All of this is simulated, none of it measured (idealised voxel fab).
process module | voxel plated lines
cross-section cut | 270 nm wide | cells 5 nm
Throughout this document, each cross-section is represented as a grid of square cells and is presented as a sequence of bands enumerated from the top downward, where a band comprises one or more rows of cells.
Read a band's entry like this: the first values are the height of its top and the height of its bottom in nm, and what follows is the sequence of materials from left to right, each with its width in nm. Note that "empty" is empty space, and that a single material marked "throughout" reaches across the band from edge to edge.
Height datum 0, below which the as-received substrate wafer is one material. Lowest band open at the bottom, running downward: "z 0 and below".
It should be noted that a width expressed as "30->40" varies in equal increments from row to row of cells within the band, taking the value of the first number at the top row and that of the second number at the bottom row.
"nothing altered", as given for a step, is the statement that not any cell of the cross-section underwent a change during that step.
"Fully sealed cavities" enumerates empty spaces isolated from the top, with no open way to it, that contain at least 8 cells, giving each as width x height at distance from the left edge, all three in nm.
Formally, on a step line, whatever follows the settings is a remark that the simulator itself makes on the step.
For masked steps, "overlay nm" on the step line gives how far right of plan the mask actually lay; a minus sign means it lay to the left.
### So here's the lineup of process steps we planned
1. RECEIVE [material Si]
2. CONFORMAL_DEP [material SiO2] [thk nm 15]
3. DIRECTIONAL_DEP [material TiN] [thk nm 5]
4. PATTERN [tone open] [mask id LINES] [material resist] [width nm 15] [pitch nm 40] [thk nm 25] [overlay nm 0]
5. EPI [material Ru] [thk nm 5]
6. EPI [material Ru] [thk nm 10]
7. STRIP [etch materials resist]
8. DIRECTIONAL_ETCH [etch materials TiN] [depth nm 5]
9. CONFORMAL_DEP [material SiCN] [thk nm 5]
### The following pertains to the first of two wafers, which was processed as planned
### Cross-section of the wafer upon arrival, representing the state reached after step 1
* z 0 and below: Si throughout
* Fully sealed cavities: none
### Wafer section view after processing step 2
* z 15 to 0: SiO2 throughout
* Heights below 0 show no change.
### Wafer section view after processing step 3
* z 20 to 15: TiN throughout
* Heights below 15 show no change.
### Wafer section view after processing step 4
* z 45 to 20: resist (65) | empty (15) | resist (25) | empty (15) | resist (25) | empty (15) | resist (25) | empty (15) | resist (70)
* Heights below 20 show no change.
### Wafer section view after processing step 5
* z 45 to 25: resist (65) | empty (15) | resist (25) | empty (15) | resist (25) | empty (15) | resist (25) | empty (15) | resist (70)
* z 25 to 20: resist (65) | Ru (15) | resist (25) | Ru (15) | resist (25) | Ru (15) | resist (25) | Ru (15) | resist (70)
* Heights below 20 show no change.
### Wafer section view after processing step 6
* z 45 to 35: resist (65) | empty (15) | resist (25) | empty (15) | resist (25) | empty (15) | resist (25) | empty (15) | resist (70)
* z 35 to 20: resist (65) | Ru (15) | resist (25) | Ru (15) | resist (25) | Ru (15) | resist (25) | Ru (15) | resist (70)
* Heights below 20 show no change.
### Wafer section view after processing step 7
* z 35 to 20: empty (65) | Ru (15) | empty (25) | Ru (15) | empty (25) | Ru (15) | empty (25) | Ru (15) | empty (70)
* Heights below 20 show no change.
### Wafer section view after processing step 8
* z 35 to 20: empty (65) | Ru (15) | empty (25) | Ru (15) | empty (25) | Ru (15) | empty (25) | Ru (15) | empty (70)
* z 20 to 15: empty (65) | TiN (15) | empty (25) | TiN (15) | empty (25) | TiN (15) | empty (25) | TiN (15) | empty (70)
* Heights below 15 show no change.
### Wafer section view after processing step 9
* z 40 to 35: empty (60) | SiCN (25) | empty (15) | SiCN (25) | empty (15) | SiCN (25) | empty (15) | SiCN (25) | empty (65)
* z 35 to 20: empty (60) | SiCN (5) | Ru (15) | SiCN (5) | empty (15) | SiCN (5) | Ru (15) | SiCN (5) | empty (15) | SiCN (5) | Ru (15) | SiCN (5) | empty (15) | SiCN (5) | Ru (15) | SiCN (5) | empty (65)
* z 20 to 15: SiCN (65) | TiN (15) | SiCN (25) | TiN (15) | SiCN (25) | TiN (15) | SiCN (25) | TiN (15) | SiCN (70)
* Heights below 15 show no change.
### Second wafer - shared start and plan with the first - one error in running - same as the first up to step 1 inclusive
X-section, second wafer, when step 2 was due to finish: nothing altered
### X-section, second wafer, when step 3 was due to finish
* z 5 to 0: TiN throughout
* Heights below 0 show no change.
### X-section, second wafer, when step 4 was due to finish
* z 30 to 5: resist (65) | empty (15) | resist (25) | empty (15) | resist (25) | empty (15) | resist (25) | empty (15) | resist (70)
* Heights below 5 show no change.
### X-section, second wafer, when step 5 was due to finish
* z 30 to 10: resist (65) | empty (15) | resist (25) | empty (15) | resist (25) | empty (15) | resist (25) | empty (15) | resist (70)
* z 10 to 5: resist (65) | Ru (15) | resist (25) | Ru (15) | resist (25) | Ru (15) | resist (25) | Ru (15) | resist (70)
* Heights below 5 show no change.
### X-section, second wafer, when step 6 was due to finish
* z 30 to 20: resist (65) | empty (15) | resist (25) | empty (15) | resist (25) | empty (15) | resist (25) | empty (15) | resist (70)
* z 20 to 5: resist (65) | Ru (15) | resist (25) | Ru (15) | resist (25) | Ru (15) | resist (25) | Ru (15) | resist (70)
* Heights below 5 show no change.
### X-section, second wafer, when step 7 was due to finish
* z 20 to 5: empty (65) | Ru (15) | empty (25) | Ru (15) | empty (25) | Ru (15) | empty (25) | Ru (15) | empty (70)
* Heights below 5 show no change.
### X-section, second wafer, when step 8 was due to finish
* z 20 to 5: empty (65) | Ru (15) | empty (25) | Ru (15) | empty (25) | Ru (15) | empty (25) | Ru (15) | empty (70)
* z 5 to 0: empty (65) | TiN (15) | empty (25) | TiN (15) | empty (25) | TiN (15) | empty (25) | TiN (15) | empty (70)
* Heights below 0 show no change.
### X-section, second wafer, when step 9 was due to finish
* z 25 to 20: empty (60) | SiCN (25) | empty (15) | SiCN (25) | empty (15) | SiCN (25) | empty (15) | SiCN (25) | empty (65)
* z 20 to 5: empty (60) | SiCN (5) | Ru (15) | SiCN (5) | empty (15) | SiCN (5) | Ru (15) | SiCN (5) | empty (15) | SiCN (5) | Ru (15) | SiCN (5) | empty (15) | SiCN (5) | Ru (15) | SiCN (5) | empty (65)
* z 5 to 0: SiCN (65) | TiN (15) | SiCN (25) | TiN (15) | SiCN (25) | TiN (15) | SiCN (25) | TiN (15) | SiCN (70)
* Heights below 0 show no change.
what went wrong: heads up, step 2 of the plan was skipped and never actually ran
Bottom line after processing is that, in cells, the second wafer is up or down on some materials versus the first: 162 fewer of SiO2
